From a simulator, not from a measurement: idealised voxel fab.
Herein follows the process module entitled voxel spacer lines.
In the cross-section labelled cut, the width is 155 nm and each square cell is 5 nm.
Square cells in a grid make up a cross-section in this document, and the grid is given as bands, listed from the top down, each one or more rows of cells.
Per band: top height and bottom height in nm, followed by the left-to-right materials and their widths in nm; "all across" marks a single material spanning edge to edge, "blank" marks empty space.
Convention: height 0 is the level below which the wafer, as received, is all one material. The lowest band does not terminate at the bottom but continues downward, represented as "z 0 and below".
You'd read "30 to 40" like this: the band's top row of cells is as wide as the first number, its bottom row is as wide as the second, and going down, every row changes width by the same amount as the row before did.
"no change" (step): cross-section cells unchanged, all of them.
Look at "closed voids" for the closed voids: empty spaces with no open path to the top, sized 8 cells or up. Each is width x height at distance, distance from the left edge, all nm.
Whatever follows a step's settings on its line is a remark the simulator itself makes about that step.
"overlay nm", when on a step's line for a step with a mask, measures how far to the right of its planned place the mask lay; a negative measure means to the left.

**The process steps that were planned are listed below**
1: RECEIVE (material Si)
2: CONFORMAL_DEP (material Al2O3; thk nm 5)
3: DIRECTIONAL_DEP (material SiN; thk nm 10)
4: DIRECTIONAL_DEP (material polySi; thk nm 20)
5: PATTERN (tone cover; mask id MANDREL; material resist; width nm 25; pitch nm 70; thk nm 25; overlay nm 0)
6: DIRECTIONAL_ETCH (etch materials polySi; depth nm 20)
7: STRIP (etch materials resist)
8: CONFORMAL_DEP (material SiO2; thk nm 10)
9: DIRECTIONAL_ETCH (etch materials SiO2; depth nm 10)
10: STRIP (etch materials polySi)
11: DIRECTIONAL_ETCH (etch materials SiN; depth nm 10)
12: STRIP (etch materials SiO2)

**First of the two wafers, run per plan**

**Cross-sectional view of the wafer in its as-received condition, corresponding to the state after step 1**
z 0 and below  Si all across
closed voids: none

**Sectional view: wafer, after step 2**
z 5 to 0  Al2O3 all across
Lower than 0, everything is as it was.

**Sectional view: wafer, after step 3**
z 15 to 5  SiN all across
Lower than 5, everything is as it was.

**Sectional view: wafer, after step 4**
z 35 to 15  polySi all across
Lower than 15, everything is as it was.

**Sectional view: wafer, after step 5**
z 60 to 35  blank=30; resist=25; blank=45; resist=25; blank=30
Lower than 35, everything is as it was.

**Sectional view: wafer, after step 6**
z 60 to 35  blank=30; resist=25; blank=45; resist=25; blank=30
z 35 to 15  blank=30; polySi=25; blank=45; polySi=25; blank=30
Lower than 15, everything is as it was.

**Sectional view: wafer, after step 7**
z 35 to 15  blank=30; polySi=25; blank=45; polySi=25; blank=30
Lower than 15, everything is as it was.

**Sectional view: wafer, after step 8**
z 45 to 35  blank=20; SiO2=45; blank=25; SiO2=45; blank=20
z 35 to 25  blank=20; SiO2=10; polySi=25; SiO2=10; blank=25; SiO2=10; polySi=25; SiO2=10; blank=20
z 25 to 15  SiO2=30; polySi=25; SiO2=45; polySi=25; SiO2=30
Lower than 15, everything is as it was.

**Sectional view: wafer, after step 9**
z 35 to 15  blank=20; SiO2=10; polySi=25; SiO2=10; blank=25; SiO2=10; polySi=25; SiO2=10; blank=20
Lower than 15, everything is as it was.

**Sectional view: wafer, after step 10**
z 35 to 15  blank=20; SiO2=10; blank=25; SiO2=10; blank=25; SiO2=10; blank=25; SiO2=10; blank=20
Lower than 15, everything is as it was.

**Sectional view: wafer, after step 11**
z 35 to 15  blank=20; SiO2=10; blank=25; SiO2=10; blank=25; SiO2=10; blank=25; SiO2=10; blank=20
z 15 to 5  blank=20; SiN=10; blank=25; SiN=10; blank=25; SiN=10; blank=25; SiN=10; blank=20
Lower than 5, everything is as it was.

**Sectional view: wafer, after step 12**
z 15 to 5  blank=20; SiN=10; blank=25; SiN=10; blank=25; SiN=10; blank=25; SiN=10; blank=20
Lower than 5, everything is as it was.

**Second Wafer (Identical Start and Plan, One Processing Error; Matches First Wafer Through Step 10)**

**Second wafer, sectioned view, at step 11's planned end time**
z 35 to 15  blank=20; SiO2=10; blank=25; SiO2=10; blank=25; SiO2=10; blank=25; SiO2=10; blank=20
z 15 to 5  blank=20; SiN=10; blank=25; SiN=10; blank=25; SiN=10; blank=25; SiN=10; blank=20
Lower than 5, everything is as it was.

**Second wafer, sectioned view, at step 12's planned end time**
z 15 to 5  blank=20; SiN=10; blank=25; SiN=10; blank=25; SiN=10; blank=25; SiN=10; blank=20
Lower than 5, everything is as it was.
Finding, execution versus plan: yeah, plan step 11 got run twice
Result: same final cross-section on the two wafers, so no effect from the mistake in this model.
